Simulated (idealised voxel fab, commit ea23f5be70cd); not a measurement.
The process module presented herein is designated voxel local oxidation.
Xsec cut, 160 nm wide, square cell size 5 nm.
In this document a cross-section is written as a grid of square cells. It is given as a series of bands, listed from the top down, and a band is one or more rows of cells. It is stipulated that each band's entry specify, in nanometres, the height of the top of the band and then that of its bottom, followed by the materials of the band in left-to-right sequence, each together with its width in nanometres. A single material marked by the word "everywhere" is understood to fill the band from edge to edge; the word "air" is understood to denote empty space. A quick word on heights: they are counted from 0, and under that level the wafer as it came to us is one material throughout. The lowest band is different from the rest in having no bottom; it simply continues downward, written as in "z 0 and below". The width entry "30 to 40" should be interpreted row by row: the top row of cells in the band takes the first number, the bottom row takes the second number, and the change between adjacent rows is uniform throughout. "identical to before", as given for a step, is the statement that not any cell of the cross-section underwent a change during that step. You'll see "Closed void inventory" listing empty spaces that have no way open to the top, as long as they're 8 cells or more; the notation is width x height at distance, where the distance is from the left edge, and all of it is in nm. Where a step's line continues beyond its settings, the continuation is a remark by the simulator itself on that step. You can add "overlay nm" to a step's line. For a step with a mask, it describes how far the mask lay to the right of its planned position, and a negative number describes a lay to the left.

[So here's the lineup of process steps we planned]
- 1: RECEIVE,material Si
- 2: CONFORMAL_DEP,material SiO2,thk nm 5
- 3: CONFORMAL_DEP,material SiN,thk nm 15
- 4: PATTERN,tone cover,mask id ACTIVE,material resist,width nm 115,thk nm 20,overlay nm 0
- 5: DIRECTIONAL_ETCH,etch materials SiN,depth nm 15
- 6: STRIP,etch materials resist
- 7: SELECTIVE_ETCH,etch materials SiO2,depth nm 5
- 8: OXIDIZE,depth nm 15
- 9: STRIP,etch materials SiN

[Delivered wafer in cross-section: state after step 1]
* z 0 and below: Si everywhere
* Closed void inventory: none

[First of two wafers: cross-section at end of module, run per plan]
* z 5 to 0: air: 25 / SiO2: 105 / air: 30
* z 0 to -15: SiO2: 40 / Si: 75 / SiO2: 45
* z -15 and below: Si everywhere
* Closed void inventory: none

[Cross-section at end of module for the second wafer of two, which matched the first in starting point and plan and differed by one mistake in its processing]
* z 5 to 0: air: 35 / SiO2: 105 / air: 20
* z 0 to -15: SiO2: 50 / Si: 75 / SiO2: 35
* z -15 and below: Si everywhere
* Closed void inventory: none
Misprocessing identified: off-plan run, step 4, actual operation and settings PATTERN,tone cover,mask id ACTIVE,material resist,width nm 115,thk nm 20,overlay nm 10
At the end, the second wafer has the same number of cells of each material as the first, but those cells sit in other places.
